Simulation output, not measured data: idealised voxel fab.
process module | voxel tone inversion
In the cross-section labelled cut, the width is 225 nm and each square cell is 5 nm.
Throughout this document, each cross-section is represented as a grid of square cells and is presented as a sequence of bands enumerated from the top downward, where a band comprises one or more rows of cells.
For a band, the entry starts with two heights in nm, that of the top and then that of the bottom, and carries on with the band's materials in order from left to right, each alongside its width in nm; the word "all across" beside a single material means it fills the band edge to edge, and "blank" means empty space.
Heights are measured from 0, the level below which the as-received wafer is all one material; the lowest band has no bottom and continues downward, written as in "top 0, no bottom".
You'd read "30->40" like this: the band's top row of cells is as wide as the first number, its bottom row is as wide as the second, and going down, every row changes width by the same amount as the row before did.
"no modifications" (step): cross-section cells unchanged, all of them.
"Enclosed internal cavities" lists enclosed empty spaces (at least 8 cells, no open path upward to the top), each as width x height at distance from the left edge, in nm.
Heads up: the bit after the settings on a step's line is the simulator's remark on that step.
If you see "overlay nm" on a step's line and that step has a mask, it's telling you how far right of where it was planned the mask ended up; a negative number means it went left instead.

Steps in the process plan
1 op RECEIVE | material Si
2 op CONFORMAL_DEP | material SiCN | thk nm 5
3 op DIRECTIONAL_DEP | material polySi | thk nm 25
4 op PATTERN | tone cover | mask id POSTS | material resist | width nm 25 | pitch nm 50 | thk nm 35 | overlay nm 0
5 op DIRECTIONAL_ETCH | etch materials polySi | depth nm 25
6 op STRIP | etch materials resist
7 op FILL_DEP | material lowk | thk nm 5
8 op CMP | height nm 30
9 op STRIP | etch materials polySi

Below: the first of two wafers, run as planned

Wafer as received: cross-section following step 1
* top 0, no bottom  Si all across
* Enclosed internal cavities: none

Wafer after step 2 (cross-section)
* top 5, bottom 0  SiCN all across
* Lower than 0, everything is as it was.

Wafer after step 3 (cross-section)
* top 30, bottom 5  polySi all across
* Lower than 5, everything is as it was.

Wafer after step 4 (cross-section)
* top 65, bottom 30  75 nm blank / 25 nm resist / 25 nm blank / 25 nm resist / 75 nm blank
* Lower than 30, everything is as it was.

Wafer after step 5 (cross-section)
* top 65, bottom 30  75 nm blank / 25 nm resist / 25 nm blank / 25 nm resist / 75 nm blank
* top 30, bottom 5  75 nm blank / 25 nm polySi / 25 nm blank / 25 nm polySi / 75 nm blank
* Lower than 5, everything is as it was.

Wafer after step 6 (cross-section)
* top 30, bottom 5  75 nm blank / 25 nm polySi / 25 nm blank / 25 nm polySi / 75 nm blank
* Lower than 5, everything is as it was.

Wafer after step 7 (cross-section)
* top 35, bottom 30  lowk all across
* top 30, bottom 5  75 nm lowk / 25 nm polySi / 25 nm lowk / 25 nm polySi / 75 nm lowk
* Lower than 5, everything is as it was.

Wafer after step 8 (cross-section)
* top 30, bottom 5  75 nm lowk / 25 nm polySi / 25 nm lowk / 25 nm polySi / 75 nm lowk
* Lower than 5, everything is as it was.

Wafer after step 9 (cross-section)
* top 30, bottom 5  75 nm lowk / 25 nm blank / 25 nm lowk / 25 nm blank / 75 nm lowk
* Lower than 5, everything is as it was.

Wafer two of the pair: same origin, same plan, one error during the run; identical to wafer one up to and including step 3

Second wafer, sectioned view, at step 4's planned end time
* top 65, bottom 30  75 nm resist / 25 nm blank / 25 nm resist / 25 nm blank / 75 nm resist
* Lower than 30, everything is as it was.

Second wafer, sectioned view, at step 5's planned end time
* top 65, bottom 30  75 nm resist / 25 nm blank / 25 nm resist / 25 nm blank / 75 nm resist
* top 30, bottom 5  75 nm polySi / 25 nm blank / 25 nm polySi / 25 nm blank / 75 nm polySi
* Lower than 5, everything is as it was.

Second wafer, sectioned view, at step 6's planned end time
* top 30, bottom 5  75 nm polySi / 25 nm blank / 25 nm polySi / 25 nm blank / 75 nm polySi
* Lower than 5, everything is as it was.

Second wafer, sectioned view, at step 7's planned end time
* top 35, bottom 30  lowk all across
* top 30, bottom 5  75 nm polySi / 25 nm lowk / 25 nm polySi / 25 nm lowk / 75 nm polySi
* Lower than 5, everything is as it was.

Second wafer, sectioned view, at step 8's planned end time
* top 30, bottom 5  75 nm polySi / 25 nm lowk / 25 nm polySi / 25 nm lowk / 75 nm polySi
* Lower than 5, everything is as it was.

Second wafer, sectioned view, at step 9's planned end time
* top 30, bottom 5  75 nm blank / 25 nm lowk / 25 nm blank / 25 nm lowk / 75 nm blank
* Lower than 5, everything is as it was.
Nonconformance to the process plan: step 4 did not happen as planned, as run it was op PATTERN | tone open | mask id POSTS | material resist | width nm 25 | pitch nm 50 | thk nm 35 | overlay nm 0
The second wafer ends with more or fewer cells of some materials than the first, per final count: lowk: 125 fewer
